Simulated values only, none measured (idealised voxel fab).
process module | voxel wiring stack
cross-section cut | 225 nm wide | cells 5 nm
A cross-section is a grid of square cells, given in bands from the top down. A band is one or more rows of cells.
Each band's line starts with the height of the band's top and of its bottom, in nm. Then come its materials from left to right, each with its width in nm. One material with "throughout" fills the band from edge to edge. "air" is empty space.
Height 0 is the level under which the wafer as received is all one material. The lowest band goes on downwards, as in "0 down".
A width such as "30 to 40" changes by the same amount from each row of cells to the next, from the band's top row to its bottom row.
"no change" after a step means that no cell of the cross-section changed.
closed voids: empty space of 8 cells or more with no open way to the top, each as width x height at its distance from the left edge, in nm
after a step's settings: what the simulator itself notes on the step
overlay nm, on a step with a mask: how far to the right of its planned place the mask lay; to the left if negative
plan
1 op RECEIVE | material Si
2 op CONFORMAL_DEP | material SiO2 | thk nm 10
3 op CONFORMAL_DEP | material SiN | thk nm 5
4 op DIRECTIONAL_DEP | material lowk | thk nm 15
5 op MASKED_ETCH | tone open | mask id METAL_1 | width nm 20 | pitch nm 35 | etch materials lowk | depth nm 15 | overlay nm 0
6 op MASKED_ETCH | tone open | mask id METAL_1 | width nm 20 | pitch nm 35 | etch materials SiN | depth nm 5 | overlay nm 0
7 op CONFORMAL_DEP | material TiN | thk nm 5
8 op FILL_DEP | material Ru | thk nm 5
9 op CMP | height nm 30
10 op CONFORMAL_DEP | material SiCN | thk nm 5
11 op DIRECTIONAL_DEP | material SiO2 | thk nm 20
12 op MASKED_ETCH | tone open | mask id PLUG_1 | width nm 15 | pitch nm 35 | etch materials SiO2 | depth nm 20 | overlay nm 0
13 op MASKED_ETCH | tone open | mask id PLUG_1 | width nm 15 | pitch nm 35 | etch materials SiCN | depth nm 5 | overlay nm 0
14 op CONFORMAL_DEP | material TiN | thk nm 5
15 op FILL_DEP | material Ru | thk nm 10
16 op CMP | height nm 55
17 op CONFORMAL_DEP | material SiCN | thk nm 5
18 op DIRECTIONAL_DEP | material lowk | thk nm 20
19 op PATTERN | tone open | mask id METAL_2 | material resist | width nm 20 | pitch nm 35 | thk nm 20 | overlay nm 0
20 op DIRECTIONAL_ETCH | etch materials lowk | depth nm 20
21 op DIRECTIONAL_ETCH | etch materials SiCN | depth nm 5
22 op STRIP | etch materials resist
23 op CONFORMAL_DEP | material TiN | thk nm 5
24 op FILL_DEP | material W | thk nm 5
25 op CMP | height nm 80
26 op CONFORMAL_DEP | material SiCN | thk nm 5
27 op DIRECTIONAL_DEP | material SiO2 | thk nm 15
28 op PATTERN | tone open | mask id PLUG_2 | material resist | width nm 15 | pitch nm 35 | thk nm 20 | overlay nm 0
29 op DIRECTIONAL_ETCH | etch materials SiO2 | depth nm 15
30 op DIRECTIONAL_ETCH | etch materials SiCN | depth nm 5
31 op STRIP | etch materials resist
32 op EPI | material Ru | thk nm 10
33 op EPI | material Ru | thk nm 10
34 op DIRECTIONAL_DEP | material TiN | thk nm 5
35 op DIRECTIONAL_DEP | material Ru | thk nm 25
36 op MASKED_ETCH | tone cover | mask id METAL_3 | width nm 20 | pitch nm 35 | etch materials Ru | depth nm 25 | overlay nm 0
37 op MASKED_ETCH | tone cover | mask id METAL_3 | width nm 20 | pitch nm 35 | etch materials TiN | depth nm 5 | overlay nm 0
38 op CONFORMAL_DEP | material SiCN | thk nm 5
39 op FILL_DEP | material lowk | thk nm 5
40 op CMP | height nm 130
41 op CONFORMAL_DEP | material SiCN | thk nm 5
as received, after step 1
  0 down: Si throughout
  closed voids: none
first wafer at the end, as planned
  135 to 130: SiCN throughout
  130 to 105: lowk 60 | SiCN 5 | Ru 20 | SiCN 5 | lowk 5 | SiCN 5 | Ru 20 | SiCN 5 | lowk 5 | SiCN 5 | Ru 20 | SiCN 5 | lowk 65
  105 to 100: SiCN 65 | TiN 20 | SiCN 15 | TiN 20 | SiCN 15 | TiN 20 | SiCN 70
  100 to 85: SiO2 65 | Ru 15 | SiO2 20 | Ru 15 | SiO2 20 | Ru 15 | SiO2 75
  85 to 80: SiCN 65 | Ru 15 | SiCN 20 | Ru 15 | SiCN 20 | Ru 15 | SiCN 75
  80 to 60: lowk 65 | TiN 5 | W 10 | TiN 5 | lowk 15 | TiN 5 | W 10 | TiN 5 | lowk 15 | TiN 5 | W 10 | TiN 5 | lowk 70
  60 to 55: SiCN 65 | TiN 20 | SiCN 15 | TiN 20 | SiCN 15 | TiN 20 | SiCN 70
  55 to 35: SiO2 65 | TiN 5 | Ru 5 | TiN 5 | SiO2 20 | TiN 5 | Ru 5 | TiN 5 | SiO2 20 | TiN 5 | Ru 5 | TiN 5 | SiO2 75
  35 to 30: SiCN 65 | TiN 15 | SiCN 20 | TiN 15 | SiCN 20 | TiN 15 | SiCN 75
  30 to 15: lowk 65 | TiN 5 | Ru 10 | TiN 5 | lowk 15 | TiN 5 | Ru 10 | TiN 5 | lowk 15 | TiN 5 | Ru 10 | TiN 5 | lowk 70
  15 to 10: SiN 65 | TiN 20 | SiN 15 | TiN 20 | SiN 15 | TiN 20 | SiN 70
  10 to 0: SiO2 throughout
  0 down: Si throughout
  closed voids: none
second wafer at the end: like start, like plan, one mistake
  135 to 130: SiCN throughout
  130 to 120: lowk 75 to 60 | SiCN 5 to 20 | Ru 5 | SiCN 5 | lowk 20 to 5 | SiCN 5 to 20 | Ru 5 | SiCN 5 | lowk 20 to 5 | SiCN 5 to 20 | Ru 5 | SiCN 5 | lowk 65
  120 to 105: lowk 60 | SiCN 5 | Ru 20 | SiCN 5 | lowk 5 | SiCN 5 | Ru 20 | SiCN 5 | lowk 5 | SiCN 5 | Ru 20 | SiCN 5 | lowk 65
  105 to 100: SiCN 65 | Ru 15 | TiN 5 | SiCN 15 | Ru 15 | TiN 5 | SiCN 15 | Ru 15 | TiN 5 | SiCN 70
  100 to 95: SiO2 65 | Ru 15 | SiO2 20 | Ru 15 | SiO2 20 | Ru 15 | SiO2 75
  95 to 90: SiO2 65 | TiN 15 | SiO2 20 | TiN 15 | SiO2 20 | TiN 15 | SiO2 75
  90 to 85: SiO2 65 | Ru 15 | SiO2 20 | Ru 15 | SiO2 20 | Ru 15 | SiO2 75
  85 to 80: SiCN 65 | Ru 15 | SiCN 20 | Ru 15 | SiCN 20 | Ru 15 | SiCN 75
  80 to 60: lowk 65 | TiN 5 | W 10 | TiN 5 | lowk 15 | TiN 5 | W 10 | TiN 5 | lowk 15 | TiN 5 | W 10 | TiN 5 | lowk 70
  60 to 55: SiCN 65 | TiN 20 | SiCN 15 | TiN 20 | SiCN 15 | TiN 20 | SiCN 70
  55 to 35: SiO2 65 | TiN 5 | Ru 5 | TiN 5 | SiO2 20 | TiN 5 | Ru 5 | TiN 5 | SiO2 20 | TiN 5 | Ru 5 | TiN 5 | SiO2 75
  35 to 30: SiCN 65 | TiN 15 | SiCN 20 | TiN 15 | SiCN 20 | TiN 15 | SiCN 75
  30 to 15: lowk 65 | TiN 5 | Ru 10 | TiN 5 | lowk 15 | TiN 5 | Ru 10 | TiN 5 | lowk 15 | TiN 5 | Ru 10 | TiN 5 | lowk 70
  15 to 10: SiN 65 | TiN 20 | SiN 15 | TiN 20 | SiN 15 | TiN 20 | SiN 70
  10 to 0: SiO2 throughout
  0 down: Si throughout
  closed voids: none
what went wrong: one of the steps 32 and 33, which are alike, was left out
at the end the second wafer has, in cells: 18 fewer of Ru | 9 more of SiCN | 9 more of lowk
